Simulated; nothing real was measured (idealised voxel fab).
You're looking at the process module voxel lift off.
It is cross-section cut that appears here, measuring 275 nm in width, its square cells being 5 nm in size.
We lay out every cross-section as a grid of square cells and spell it out in bands from the top down, where one band means one or more rows of cells. Look at the band entry: it leads with the top's height and the bottom's height in nm. Then it lists the materials left to right, with a width in nm for each. The word "all across" on a single material says that material fills the band edge to edge. The word "blank" is empty space. For the purposes of this specification, 0 denotes the height below which the wafer in its as-received condition is composed wholly of one material, and the lowermost band, lacking a lower limit, extends downward without end, as expressed in "0 -> down". Quick explanation for "30..40": the width changes in equal steps down the rows of cells, from the first number in the band's top row to the second number in its bottom row. Take "left unchanged" at face value: in the step it is given for, the cross-section changed in none of its cells. "Sealed void inventory" contains a list of empty spaces, each no smaller than 8 cells and without an open way to the top, written in the form width x height at distance with the distance from the left edge and all three in nm. Formally, on a step line, whatever follows the settings is a remark that the simulator itself makes on the step. If you see "overlay nm" on a step's line and that step has a mask, it's telling you how far right of where it was planned the mask ended up; a negative number means it went left instead.
[The steps planned for the process are as follows]
1. RECEIVE with material Si
2. CONFORMAL_DEP with material SiO2, thk nm 15
3. PATTERN with tone open, mask id LINES, material resist, width nm 30, pitch nm 60, thk nm 20, overlay nm 0
4. DIRECTIONAL_DEP with material Ru, thk nm 5
5. STRIP with etch materials resist
6. CONFORMAL_DEP with material SiCN, thk nm 5
[Here's what the wafer looked like in cross-section when it arrived - that's after step 1]
> 0 -> down  Si all across
> Sealed void inventory: none
[Module complete - cross-section of the first of two wafers, run according to plan]
> 25 -> 20  blank (85)  SiCN (40)  blank (20)  SiCN (40)  blank (90)
> 20 -> 15  SiCN (90)  Ru (30)  SiCN (30)  Ru (30)  SiCN (95)
> 15 -> 0  SiO2 all across
> 0 -> down  Si all across
> Sealed void inventory: none
[Here's the second of our two wafers sectioned at module end. Same start as the first, same plan, but one mistake got made running it]
> 25 -> 20  blank (75)  SiCN (40)  blank (20)  SiCN (40)  blank (100)
> 20 -> 15  SiCN (80)  Ru (30)  SiCN (30)  Ru (30)  SiCN (105)
> 15 -> 0  SiO2 all across
> 0 -> down  Si all across
> Sealed void inventory: none
Here's what went sideways: contrary to plan, step 3 was performed as PATTERN with tone open, mask id LINES, material resist, width nm 30, pitch nm 60, thk nm 20, overlay nm -10
Same inventory, different map: at the end, the second wafer holds as many cells of each material as the first, placed elsewhere.
